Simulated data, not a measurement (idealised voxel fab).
The process module that follows is named voxel capacitor over wiring.
The width of the displayed cross-section, cut, is 295 nm; its cells are square, with a size of 5 nm.
Cross-section spec: square-cell grid; bands listed top down; each band is one or more rows.
Band entry format. Leading values: height of top, height of bottom, nm. Remainder: materials in left-to-right order, each with its width in nm. Special words: "everywhere" on a single material, which then fills the band edge to edge; "blank", empty space.
Height 0 is the level under which the wafer as received is all one material. The lowest band goes on downwards, as in "0 nm and below".
With a width like "30->40", each row of cells in the band differs from the next by the same amount, the top row carrying the first number and the bottom row the second.
A step reported as "no change occurred" is a step in which no cell of the cross-section changed.
What "Sealed internal voids" gives you is every empty space of 8 cells or more that is cut off from the top. Each appears as width x height at distance, with the distance taken from the left edge and width, height and distance all in nm.
Whatever follows a step's settings on its line is a remark the simulator itself makes about that step.
A step's line can hold "overlay nm"; with a mask on that step, the setting says how far right of the planned place the mask lay, while a negative setting says it lay to the left.
STEPS IN THE PROCESS PLAN
1: RECEIVE: material Si
2: CONFORMAL_DEP: material SiO2, thk nm 10
3: CONFORMAL_DEP: material SiN, thk nm 5
4: DIRECTIONAL_DEP: material SiO2, thk nm 20
5: PATTERN: tone open, mask id METAL_1, material resist, width nm 20, pitch nm 90, thk nm 15, overlay nm 0
6: DIRECTIONAL_ETCH: etch materials SiO2, depth nm 20
7: DIRECTIONAL_ETCH: etch materials SiN, depth nm 5
8: STRIP: etch materials resist
9: CONFORMAL_DEP: material TiN, thk nm 5
10: FILL_DEP: material W, thk nm 5
11: CMP: height nm 35
12: CONFORMAL_DEP: material SiCN, thk nm 5
13: DIRECTIONAL_DEP: material lowk, thk nm 10
14: PATTERN: tone open, mask id PLUG_1, material resist, width nm 15, thk nm 15, overlay nm 0
15: DIRECTIONAL_ETCH: etch materials lowk, depth nm 10
16: DIRECTIONAL_ETCH: etch materials SiCN, depth nm 5
17: STRIP: etch materials resist
18: CONFORMAL_DEP: material TiN, thk nm 5
19: FILL_DEP: material W, thk nm 10
20: CMP: height nm 50
21: DIRECTIONAL_DEP: material TiN, thk nm 10
22: DIRECTIONAL_DEP: material Al2O3, thk nm 5
23: DIRECTIONAL_DEP: material TiN, thk nm 5
24: DIRECTIONAL_DEP: material aC, thk nm 15
25: PATTERN: tone cover, mask id UPPER_PLATE, material resist, width nm 75, thk nm 35, overlay nm 0
26: DIRECTIONAL_ETCH: etch materials aC, depth nm 15
27: STRIP: etch materials resist
28: DIRECTIONAL_ETCH: etch materials TiN, depth nm 5
29: DIRECTIONAL_ETCH: etch materials Al2O3, depth nm 5
30: STRIP: etch materials aC
31: PATTERN: tone cover, mask id LOWER_PLATE, material resist, width nm 85, thk nm 20, overlay nm 0
32: DIRECTIONAL_ETCH: etch materials TiN, depth nm 10
33: STRIP: etch materials resist
34: FILL_DEP: material SiO2, thk nm 20
35: CMP: height nm 85
36: PATTERN: tone open, mask id PLUG_2, material resist, width nm 15, thk nm 20, overlay nm 0
37: DIRECTIONAL_ETCH: etch materials SiO2, depth nm 15
38: STRIP: etch materials resist
39: CONFORMAL_DEP: material TiN, thk nm 5
40: FILL_DEP: material W, thk nm 10
41: CMP: height nm 85
42: CONFORMAL_DEP: material SiN, thk nm 5
WHAT FOLLOWS COVERS THE FIRST OF TWO WAFERS; IT RAN AS PLANNED
AS RECEIVED (POST STEP 1): CROSS-SECTION
0 nm and below | Si everywhere
Sealed internal voids: none
HOW THE WAFER STANDS IN SECTION AFTER STEP 2
10 nm to 0 nm | SiO2 everywhere
Note: structure below 0 unchanged.
HOW THE WAFER STANDS IN SECTION AFTER STEP 3
15 nm to 10 nm | SiN everywhere
Note: structure below 10 unchanged.
HOW THE WAFER STANDS IN SECTION AFTER STEP 4
35 nm to 15 nm | SiO2 everywhere
Note: structure below 15 unchanged.
HOW THE WAFER STANDS IN SECTION AFTER STEP 5
50 nm to 35 nm | 90 resist | 20 blank | 70 resist | 20 blank | 95 resist
Note: structure below 35 unchanged.
HOW THE WAFER STANDS IN SECTION AFTER STEP 6
50 nm to 35 nm | 90 resist | 20 blank | 70 resist | 20 blank | 95 resist
35 nm to 15 nm | 90 SiO2 | 20 blank | 70 SiO2 | 20 blank | 95 SiO2
Note: structure below 15 unchanged.
HOW THE WAFER STANDS IN SECTION AFTER STEP 7
50 nm to 35 nm | 90 resist | 20 blank | 70 resist | 20 blank | 95 resist
35 nm to 15 nm | 90 SiO2 | 20 blank | 70 SiO2 | 20 blank | 95 SiO2
15 nm to 10 nm | 90 SiN | 20 blank | 70 SiN | 20 blank | 95 SiN
Note: structure below 10 unchanged.
HOW THE WAFER STANDS IN SECTION AFTER STEP 8
35 nm to 15 nm | 90 SiO2 | 20 blank | 70 SiO2 | 20 blank | 95 SiO2
Note: structure below 15 unchanged.
HOW THE WAFER STANDS IN SECTION AFTER STEP 9
40 nm to 35 nm | 95 TiN | 10 blank | 80 TiN | 10 blank | 100 TiN
35 nm to 15 nm | 90 SiO2 | 5 TiN | 10 blank | 5 TiN | 70 SiO2 | 5 TiN | 10 blank | 5 TiN | 95 SiO2
15 nm to 10 nm | 90 SiN | 20 TiN | 70 SiN | 20 TiN | 95 SiN
Note: structure below 10 unchanged.
HOW THE WAFER STANDS IN SECTION AFTER STEP 10
45 nm to 40 nm | W everywhere
40 nm to 35 nm | 95 TiN | 10 W | 80 TiN | 10 W | 100 TiN
35 nm to 15 nm | 90 SiO2 | 5 TiN | 10 W | 5 TiN | 70 SiO2 | 5 TiN | 10 W | 5 TiN | 95 SiO2
Note: structure below 15 unchanged.
HOW THE WAFER STANDS IN SECTION AFTER STEP 11
35 nm to 15 nm | 90 SiO2 | 5 TiN | 10 W | 5 TiN | 70 SiO2 | 5 TiN | 10 W | 5 TiN | 95 SiO2
Note: structure below 15 unchanged.
HOW THE WAFER STANDS IN SECTION AFTER STEP 12
40 nm to 35 nm | SiCN everywhere
Note: structure below 35 unchanged.
HOW THE WAFER STANDS IN SECTION AFTER STEP 13
50 nm to 40 nm | lowk everywhere
Note: structure below 40 unchanged.
HOW THE WAFER STANDS IN SECTION AFTER STEP 14
65 nm to 50 nm | 95 resist | 15 blank | 185 resist
Note: structure below 50 unchanged.
HOW THE WAFER STANDS IN SECTION AFTER STEP 15
65 nm to 50 nm | 95 resist | 15 blank | 185 resist
50 nm to 40 nm | 95 lowk | 15 blank | 185 lowk
Note: structure below 40 unchanged.
HOW THE WAFER STANDS IN SECTION AFTER STEP 16
65 nm to 50 nm | 95 resist | 15 blank | 185 resist
50 nm to 40 nm | 95 lowk | 15 blank | 185 lowk
40 nm to 35 nm | 95 SiCN | 15 blank | 185 SiCN
Note: structure below 35 unchanged.
HOW THE WAFER STANDS IN SECTION AFTER STEP 17
50 nm to 40 nm | 95 lowk | 15 blank | 185 lowk
Note: structure below 40 unchanged.
HOW THE WAFER STANDS IN SECTION AFTER STEP 18
55 nm to 50 nm | 100 TiN | 5 blank | 190 TiN
50 nm to 40 nm | 95 lowk | 5 TiN | 5 blank | 5 TiN | 185 lowk
40 nm to 35 nm | 95 SiCN | 15 TiN | 185 SiCN
Note: structure below 35 unchanged.
HOW THE WAFER STANDS IN SECTION AFTER STEP 19
65 nm to 55 nm | W everywhere
55 nm to 50 nm | 100 TiN | 5 W | 190 TiN
50 nm to 40 nm | 95 lowk | 5 TiN | 5 W | 5 TiN | 185 lowk
Note: structure below 40 unchanged.
HOW THE WAFER STANDS IN SECTION AFTER STEP 20
50 nm to 40 nm | 95 lowk | 5 TiN | 5 W | 5 TiN | 185 lowk
Note: structure below 40 unchanged.
HOW THE WAFER STANDS IN SECTION AFTER STEP 21
60 nm to 50 nm | TiN everywhere
Note: structure below 50 unchanged.
HOW THE WAFER STANDS IN SECTION AFTER STEP 22
65 nm to 60 nm | Al2O3 everywhere
Note: structure below 60 unchanged.
HOW THE WAFER STANDS IN SECTION AFTER STEP 23
70 nm to 65 nm | TiN everywhere
Note: structure below 65 unchanged.
HOW THE WAFER STANDS IN SECTION AFTER STEP 24
85 nm to 70 nm | aC everywhere
Note: structure below 70 unchanged.
HOW THE WAFER STANDS IN SECTION AFTER STEP 25
120 nm to 85 nm | 95 blank | 75 resist | 125 blank
Note: structure below 85 unchanged.
HOW THE WAFER STANDS IN SECTION AFTER STEP 26
105 nm to 85 nm | 95 blank | 75 resist | 125 blank
85 nm to 70 nm | 95 blank | 75 aC | 125 blank
Note: structure below 70 unchanged.
HOW THE WAFER STANDS IN SECTION AFTER STEP 27
85 nm to 70 nm | 95 blank | 75 aC | 125 blank
Note: structure below 70 unchanged.
HOW THE WAFER STANDS IN SECTION AFTER STEP 28
85 nm to 70 nm | 95 blank | 75 aC | 125 blank
70 nm to 65 nm | 95 blank | 75 TiN | 125 blank
Note: structure below 65 unchanged.
HOW THE WAFER STANDS IN SECTION AFTER STEP 29
85 nm to 70 nm | 95 blank | 75 aC | 125 blank
70 nm to 65 nm | 95 blank | 75 TiN | 125 blank
65 nm to 60 nm | 95 blank | 75 Al2O3 | 125 blank
Note: structure below 60 unchanged.
HOW THE WAFER STANDS IN SECTION AFTER STEP 30
70 nm to 65 nm | 95 blank | 75 TiN | 125 blank
Note: structure below 65 unchanged.
HOW THE WAFER STANDS IN SECTION AFTER STEP 31
90 nm to 70 nm | 90 blank | 85 resist | 120 blank
70 nm to 65 nm | 90 blank | 5 resist | 75 TiN | 5 resist | 120 blank
65 nm to 60 nm | 90 blank | 5 resist | 75 Al2O3 | 5 resist | 120 blank
Note: structure below 60 unchanged.
HOW THE WAFER STANDS IN SECTION AFTER STEP 32
90 nm to 70 nm | 90 blank | 85 resist | 120 blank
70 nm to 65 nm | 90 blank | 5 resist | 75 TiN | 5 resist | 120 blank
65 nm to 60 nm | 90 blank | 5 resist | 75 Al2O3 | 5 resist | 120 blank
60 nm to 50 nm | 90 blank | 85 TiN | 120 blank
Note: structure below 50 unchanged.
HOW THE WAFER STANDS IN SECTION AFTER STEP 33
70 nm to 65 nm | 95 blank | 75 TiN | 125 blank
65 nm to 60 nm | 95 blank | 75 Al2O3 | 125 blank
Note: structure below 60 unchanged.
HOW THE WAFER STANDS IN SECTION AFTER STEP 34
90 nm to 70 nm | SiO2 everywhere
70 nm to 65 nm | 95 SiO2 | 75 TiN | 125 SiO2
65 nm to 60 nm | 95 SiO2 | 75 Al2O3 | 125 SiO2
60 nm to 50 nm | 90 SiO2 | 85 TiN | 120 SiO2
Note: structure below 50 unchanged.
HOW THE WAFER STANDS IN SECTION AFTER STEP 35
85 nm to 70 nm | SiO2 everywhere
Note: structure below 70 unchanged.
HOW THE WAFER STANDS IN SECTION AFTER STEP 36
105 nm to 85 nm | 105 resist | 15 blank | 175 resist
Note: structure below 85 unchanged.
HOW THE WAFER STANDS IN SECTION AFTER STEP 37
105 nm to 85 nm | 105 resist | 15 blank | 175 resist
85 nm to 70 nm | 105 SiO2 | 15 blank | 175 SiO2
Note: structure below 70 unchanged.
HOW THE WAFER STANDS IN SECTION AFTER STEP 38
85 nm to 70 nm | 105 SiO2 | 15 blank | 175 SiO2
Note: structure below 70 unchanged.
HOW THE WAFER STANDS IN SECTION AFTER STEP 39
90 nm to 85 nm | 110 TiN | 5 blank | 180 TiN
85 nm to 75 nm | 105 SiO2 | 5 TiN | 5 blank | 5 TiN | 175 SiO2
75 nm to 65 nm | 105->95 SiO2 | 15->75 TiN | 175->125 SiO2
Note: structure below 65 unchanged.
HOW THE WAFER STANDS IN SECTION AFTER STEP 40
100 nm to 90 nm | W everywhere
90 nm to 85 nm | 110 TiN | 5 W | 180 TiN
85 nm to 75 nm | 105 SiO2 | 5 TiN | 5 W | 5 TiN | 175 SiO2
Note: structure below 75 unchanged.
HOW THE WAFER STANDS IN SECTION AFTER STEP 41
85 nm to 75 nm | 105 SiO2 | 5 TiN | 5 W | 5 TiN | 175 SiO2
Note: structure below 75 unchanged.
HOW THE WAFER STANDS IN SECTION AFTER STEP 42
90 nm to 85 nm | SiN everywhere
Note: structure below 85 unchanged.
NOTES, SECOND WAFER: START = FIRST WAFER'S, PLAN = FIRST WAFER'S, EXECUTION HAD ONE MISTAKE; HISTORY IDENTICAL TO FIRST THROUGH STEP 1
CROSS-SECTIONAL REPRESENTATION OF THE SECOND WAFER AT THE TIME DESIGNATED IN THE PLAN FOR THE COMPLETION OF STEP 2
10 nm to 0 nm | Al2O3 everywhere
Note: structure below 0 unchanged.
CROSS-SECTIONAL REPRESENTATION OF THE SECOND WAFER AT THE TIME DESIGNATED IN THE PLAN FOR THE COMPLETION OF STEP 3
15 nm to 10 nm | SiN everywhere
Note: structure below 10 unchanged.
CROSS-SECTIONAL REPRESENTATION OF THE SECOND WAFER AT THE TIME DESIGNATED IN THE PLAN FOR THE COMPLETION OF STEP 4
35 nm to 15 nm | SiO2 everywhere
Note: structure below 15 unchanged.
CROSS-SECTIONAL REPRESENTATION OF THE SECOND WAFER AT THE TIME DESIGNATED IN THE PLAN FOR THE COMPLETION OF STEP 5
50 nm to 35 nm | 90 resist | 20 blank | 70 resist | 20 blank | 95 resist
Note: structure below 35 unchanged.
CROSS-SECTIONAL REPRESENTATION OF THE SECOND WAFER AT THE TIME DESIGNATED IN THE PLAN FOR THE COMPLETION OF STEP 6
50 nm to 35 nm | 90 resist | 20 blank | 70 resist | 20 blank | 95 resist
35 nm to 15 nm | 90 SiO2 | 20 blank | 70 SiO2 | 20 blank | 95 SiO2
Note: structure below 15 unchanged.
CROSS-SECTIONAL REPRESENTATION OF THE SECOND WAFER AT THE TIME DESIGNATED IN THE PLAN FOR THE COMPLETION OF STEP 7
50 nm to 35 nm | 90 resist | 20 blank | 70 resist | 20 blank | 95 resist
35 nm to 15 nm | 90 SiO2 | 20 blank | 70 SiO2 | 20 blank | 95 SiO2
15 nm to 10 nm | 90 SiN | 20 blank | 70 SiN | 20 blank | 95 SiN
Note: structure below 10 unchanged.
CROSS-SECTIONAL REPRESENTATION OF THE SECOND WAFER AT THE TIME DESIGNATED IN THE PLAN FOR THE COMPLETION OF STEP 8
35 nm to 15 nm | 90 SiO2 | 20 blank | 70 SiO2 | 20 blank | 95 SiO2
Note: structure below 15 unchanged.
CROSS-SECTIONAL REPRESENTATION OF THE SECOND WAFER AT THE TIME DESIGNATED IN THE PLAN FOR THE COMPLETION OF STEP 9
40 nm to 35 nm | 95 TiN | 10 blank | 80 TiN | 10 blank | 100 TiN
35 nm to 15 nm | 90 SiO2 | 5 TiN | 10 blank | 5 TiN | 70 SiO2 | 5 TiN | 10 blank | 5 TiN | 95 SiO2
15 nm to 10 nm | 90 SiN | 20 TiN | 70 SiN | 20 TiN | 95 SiN
Note: structure below 10 unchanged.
CROSS-SECTIONAL REPRESENTATION OF THE SECOND WAFER AT THE TIME DESIGNATED IN THE PLAN FOR THE COMPLETION OF STEP 10
45 nm to 40 nm | W everywhere
40 nm to 35 nm | 95 TiN | 10 W | 80 TiN | 10 W | 100 TiN
35 nm to 15 nm | 90 SiO2 | 5 TiN | 10 W | 5 TiN | 70 SiO2 | 5 TiN | 10 W | 5 TiN | 95 SiO2
Note: structure below 15 unchanged.
CROSS-SECTIONAL REPRESENTATION OF THE SECOND WAFER AT THE TIME DESIGNATED IN THE PLAN FOR THE COMPLETION OF STEP 11
35 nm to 15 nm | 90 SiO2 | 5 TiN | 10 W | 5 TiN | 70 SiO2 | 5 TiN | 10 W | 5 TiN | 95 SiO2
Note: structure below 15 unchanged.
CROSS-SECTIONAL REPRESENTATION OF THE SECOND WAFER AT THE TIME DESIGNATED IN THE PLAN FOR THE COMPLETION OF STEP 12
40 nm to 35 nm | SiCN everywhere
Note: structure below 35 unchanged.
CROSS-SECTIONAL REPRESENTATION OF THE SECOND WAFER AT THE TIME DESIGNATED IN THE PLAN FOR THE COMPLETION OF STEP 13
50 nm to 40 nm | lowk everywhere
Note: structure below 40 unchanged.
CROSS-SECTIONAL REPRESENTATION OF THE SECOND WAFER AT THE TIME DESIGNATED IN THE PLAN FOR THE COMPLETION OF STEP 14
65 nm to 50 nm | 95 resist | 15 blank | 185 resist
Note: structure below 50 unchanged.
CROSS-SECTIONAL REPRESENTATION OF THE SECOND WAFER AT THE TIME DESIGNATED IN THE PLAN FOR THE COMPLETION OF STEP 15
65 nm to 50 nm | 95 resist | 15 blank | 185 resist
50 nm to 40 nm | 95 lowk | 15 blank | 185 lowk
Note: structure below 40 unchanged.
CROSS-SECTIONAL REPRESENTATION OF THE SECOND WAFER AT THE TIME DESIGNATED IN THE PLAN FOR THE COMPLETION OF STEP 16
65 nm to 50 nm | 95 resist | 15 blank | 185 resist
50 nm to 40 nm | 95 lowk | 15 blank | 185 lowk
40 nm to 35 nm | 95 SiCN | 15 blank | 185 SiCN
Note: structure below 35 unchanged.
CROSS-SECTIONAL REPRESENTATION OF THE SECOND WAFER AT THE TIME DESIGNATED IN THE PLAN FOR THE COMPLETION OF STEP 17
50 nm to 40 nm | 95 lowk | 15 blank | 185 lowk
Note: structure below 40 unchanged.
CROSS-SECTIONAL REPRESENTATION OF THE SECOND WAFER AT THE TIME DESIGNATED IN THE PLAN FOR THE COMPLETION OF STEP 18
55 nm to 50 nm | 100 TiN | 5 blank | 190 TiN
50 nm to 40 nm | 95 lowk | 5 TiN | 5 blank | 5 TiN | 185 lowk
40 nm to 35 nm | 95 SiCN | 15 TiN | 185 SiCN
Note: structure below 35 unchanged.
CROSS-SECTIONAL REPRESENTATION OF THE SECOND WAFER AT THE TIME DESIGNATED IN THE PLAN FOR THE COMPLETION OF STEP 19
65 nm to 55 nm | W everywhere
55 nm to 50 nm | 100 TiN | 5 W | 190 TiN
50 nm to 40 nm | 95 lowk | 5 TiN | 5 W | 5 TiN | 185 lowk
Note: structure below 40 unchanged.
CROSS-SECTIONAL REPRESENTATION OF THE SECOND WAFER AT THE TIME DESIGNATED IN THE PLAN FOR THE COMPLETION OF STEP 20
50 nm to 40 nm | 95 lowk | 5 TiN | 5 W | 5 TiN | 185 lowk
Note: structure below 40 unchanged.
CROSS-SECTIONAL REPRESENTATION OF THE SECOND WAFER AT THE TIME DESIGNATED IN THE PLAN FOR THE COMPLETION OF STEP 21
60 nm to 50 nm | TiN everywhere
Note: structure below 50 unchanged.
CROSS-SECTIONAL REPRESENTATION OF THE SECOND WAFER AT THE TIME DESIGNATED IN THE PLAN FOR THE COMPLETION OF STEP 22
65 nm to 60 nm | Al2O3 everywhere
Note: structure below 60 unchanged.
CROSS-SECTIONAL REPRESENTATION OF THE SECOND WAFER AT THE TIME DESIGNATED IN THE PLAN FOR THE COMPLETION OF STEP 23
70 nm to 65 nm | TiN everywhere
Note: structure below 65 unchanged.
CROSS-SECTIONAL REPRESENTATION OF THE SECOND WAFER AT THE TIME DESIGNATED IN THE PLAN FOR THE COMPLETION OF STEP 24
85 nm to 70 nm | aC everywhere
Note: structure below 70 unchanged.
CROSS-SECTIONAL REPRESENTATION OF THE SECOND WAFER AT THE TIME DESIGNATED IN THE PLAN FOR THE COMPLETION OF STEP 25
120 nm to 85 nm | 95 blank | 75 resist | 125 blank
Note: structure below 85 unchanged.
CROSS-SECTIONAL REPRESENTATION OF THE SECOND WAFER AT THE TIME DESIGNATED IN THE PLAN FOR THE COMPLETION OF STEP 26
105 nm to 85 nm | 95 blank | 75 resist | 125 blank
85 nm to 70 nm | 95 blank | 75 aC | 125 blank
Note: structure below 70 unchanged.
CROSS-SECTIONAL REPRESENTATION OF THE SECOND WAFER AT THE TIME DESIGNATED IN THE PLAN FOR THE COMPLETION OF STEP 27
85 nm to 70 nm | 95 blank | 75 aC | 125 blank
Note: structure below 70 unchanged.
CROSS-SECTIONAL REPRESENTATION OF THE SECOND WAFER AT THE TIME DESIGNATED IN THE PLAN FOR THE COMPLETION OF STEP 28
85 nm to 70 nm | 95 blank | 75 aC | 125 blank
70 nm to 65 nm | 95 blank | 75 TiN | 125 blank
Note: structure below 65 unchanged.
CROSS-SECTIONAL REPRESENTATION OF THE SECOND WAFER AT THE TIME DESIGNATED IN THE PLAN FOR THE COMPLETION OF STEP 29
85 nm to 70 nm | 95 blank | 75 aC | 125 blank
70 nm to 65 nm | 95 blank | 75 TiN | 125 blank
65 nm to 60 nm | 95 blank | 75 Al2O3 | 125 blank
Note: structure below 60 unchanged.
CROSS-SECTIONAL REPRESENTATION OF THE SECOND WAFER AT THE TIME DESIGNATED IN THE PLAN FOR THE COMPLETION OF STEP 30
70 nm to 65 nm | 95 blank | 75 TiN | 125 blank
Note: structure below 65 unchanged.
CROSS-SECTIONAL REPRESENTATION OF THE SECOND WAFER AT THE TIME DESIGNATED IN THE PLAN FOR THE COMPLETION OF STEP 31
90 nm to 70 nm | 90 blank | 85 resist | 120 blank
70 nm to 65 nm | 90 blank | 5 resist | 75 TiN | 5 resist | 120 blank
65 nm to 60 nm | 90 blank | 5 resist | 75 Al2O3 | 5 resist | 120 blank
Note: structure below 60 unchanged.
CROSS-SECTIONAL REPRESENTATION OF THE SECOND WAFER AT THE TIME DESIGNATED IN THE PLAN FOR THE COMPLETION OF STEP 32
90 nm to 70 nm | 90 blank | 85 resist | 120 blank
70 nm to 65 nm | 90 blank | 5 resist | 75 TiN | 5 resist | 120 blank
65 nm to 60 nm | 90 blank | 5 resist | 75 Al2O3 | 5 resist | 120 blank
60 nm to 50 nm | 90 blank | 85 TiN | 120 blank
Note: structure below 50 unchanged.
CROSS-SECTIONAL REPRESENTATION OF THE SECOND WAFER AT THE TIME DESIGNATED IN THE PLAN FOR THE COMPLETION OF STEP 33
70 nm to 65 nm | 95 blank | 75 TiN | 125 blank
65 nm to 60 nm | 95 blank | 75 Al2O3 | 125 blank
Note: structure below 60 unchanged.
CROSS-SECTIONAL REPRESENTATION OF THE SECOND WAFER AT THE TIME DESIGNATED IN THE PLAN FOR THE COMPLETION OF STEP 34
90 nm to 70 nm | SiO2 everywhere
70 nm to 65 nm | 95 SiO2 | 75 TiN | 125 SiO2
65 nm to 60 nm | 95 SiO2 | 75 Al2O3 | 125 SiO2
60 nm to 50 nm | 90 SiO2 | 85 TiN | 120 SiO2
Note: structure below 50 unchanged.
CROSS-SECTIONAL REPRESENTATION OF THE SECOND WAFER AT THE TIME DESIGNATED IN THE PLAN FOR THE COMPLETION OF STEP 35
85 nm to 70 nm | SiO2 everywhere
Note: structure below 70 unchanged.
CROSS-SECTIONAL REPRESENTATION OF THE SECOND WAFER AT THE TIME DESIGNATED IN THE PLAN FOR THE COMPLETION OF STEP 36
105 nm to 85 nm | 105 resist | 15 blank | 175 resist
Note: structure below 85 unchanged.
CROSS-SECTIONAL REPRESENTATION OF THE SECOND WAFER AT THE TIME DESIGNATED IN THE PLAN FOR THE COMPLETION OF STEP 37
105 nm to 85 nm | 105 resist | 15 blank | 175 resist
85 nm to 70 nm | 105 SiO2 | 15 blank | 175 SiO2
Note: structure below 70 unchanged.
CROSS-SECTIONAL REPRESENTATION OF THE SECOND WAFER AT THE TIME DESIGNATED IN THE PLAN FOR THE COMPLETION OF STEP 38
85 nm to 70 nm | 105 SiO2 | 15 blank | 175 SiO2
Note: structure below 70 unchanged.
CROSS-SECTIONAL REPRESENTATION OF THE SECOND WAFER AT THE TIME DESIGNATED IN THE PLAN FOR THE COMPLETION OF STEP 39
90 nm to 85 nm | 110 TiN | 5 blank | 180 TiN
85 nm to 75 nm | 105 SiO2 | 5 TiN | 5 blank | 5 TiN | 175 SiO2
75 nm to 65 nm | 105->95 SiO2 | 15->75 TiN | 175->125 SiO2
Note: structure below 65 unchanged.
CROSS-SECTIONAL REPRESENTATION OF THE SECOND WAFER AT THE TIME DESIGNATED IN THE PLAN FOR THE COMPLETION OF STEP 40
100 nm to 90 nm | W everywhere
90 nm to 85 nm | 110 TiN | 5 W | 180 TiN
85 nm to 75 nm | 105 SiO2 | 5 TiN | 5 W | 5 TiN | 175 SiO2
Note: structure below 75 unchanged.
CROSS-SECTIONAL REPRESENTATION OF THE SECOND WAFER AT THE TIME DESIGNATED IN THE PLAN FOR THE COMPLETION OF STEP 41
85 nm to 75 nm | 105 SiO2 | 5 TiN | 5 W | 5 TiN | 175 SiO2
Note: structure below 75 unchanged.
CROSS-SECTIONAL REPRESENTATION OF THE SECOND WAFER AT THE TIME DESIGNATED IN THE PLAN FOR THE COMPLETION OF STEP 42
90 nm to 85 nm | SiN everywhere
Note: structure below 85 unchanged.
what went wrong: not per plan at step 2, really ran CONFORMAL_DEP: material Al2O3, thk nm 10
Wafer comparison, final, in cells, second relative to first, materials more or fewer: +118 Al2O3, -118 SiO2
